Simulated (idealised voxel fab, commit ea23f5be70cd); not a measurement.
Name of the process module below: voxel self aligned contacts
Xsec cut, 215 nm wide, square cell size 5 nm.
Each cross-section below is a grid of square cells, stated as bands in top-down order, with one or more rows of cells making up each band.
It is stipulated that each band's entry specify, in nanometres, the height of the top of the band and then that of its bottom, followed by the materials of the band in left-to-right sequence, each together with its width in nanometres. A single material marked by the word "edge to edge" is understood to fill the band from edge to edge; the word "air" is understood to denote empty space.
Heights are reckoned from 0. Under this level, the received wafer is all of one material. The bottommost band is open-ended downward, for example "z 0 and below".
Graded width ("30 to 40"): value in top row of band = first number; value in bottom row = second number; row-to-row change constant.
The cross-section has no changed cell in any step marked "nothing was modified".
Enclosed voids (no open way to top), threshold 8 cells or more, entry "Closed void entries", notation width x height at distance, distance from left edge, nm.
Text after the settings on a step's line: the simulator's own remark on that step.
You can add "overlay nm" to a step's line. For a step with a mask, it describes how far the mask lay to the right of its planned position, and a negative number describes a lay to the left.
The following list gives the planned process steps:
- 1: RECEIVE: material Si
- 2: OXIDIZE: depth nm 5
- 3: DIRECTIONAL_DEP: material polySi, thk nm 25
- 4: DIRECTIONAL_DEP: material SiN, thk nm 25
- 5: MASKED_ETCH: tone cover, mask id GATE, width nm 25, pitch nm 65, etch materials SiN, depth nm 25, overlay nm 0
- 6: MASKED_ETCH: tone cover, mask id GATE, width nm 25, pitch nm 65, etch materials polySi, depth nm 25, overlay nm 0
- 7: CONFORMAL_DEP: material SiN, thk nm 10
- 8: DIRECTIONAL_ETCH: etch materials SiN, depth nm 10
- 9: FILL_DEP: material SiO2, thk nm 15
- 10: CMP: height nm 55
- 11: MASKED_ETCH: tone open, mask id CONTACT, width nm 50, pitch nm 65, etch materials SiO2, depth nm 60, overlay nm 0
- 12: CONFORMAL_DEP: material TiN, thk nm 5
- 13: FILL_DEP: material Ru, thk nm 10
- 14: CMP: height nm 55
- 15: CONFORMAL_DEP: material SiCN, thk nm 5
This is the cross-section of the wafer as we received it, i.e. after step 1:
    z 0 and below: Si edge to edge
    Closed void entries: none
Module complete, cross-section. Starting point and plan per above. One mistake made in running the module:
    z 60 to 55: SiCN edge to edge
    z 55 to 50: SiO2: 50, then TiN: 50, then SiO2: 15, then TiN: 50, then SiO2: 50
    z 50 to 25: SiN: 40, then SiO2: 5, then SiN: 60, then SiO2: 5, then SiN: 60, then SiO2: 5, then SiN: 40
    z 25 to 0: polySi edge to edge
    z 0 to -5: SiO2 edge to edge
    z -5 and below: Si edge to edge
    Closed void entries: none
Nonconformance to the process plan: step 5 went in with a setting other than planned; the actual run was MASKED_ETCH: tone open, mask id GATE, width nm 25, pitch nm 65, etch materials SiN, depth nm 25, overlay nm 0
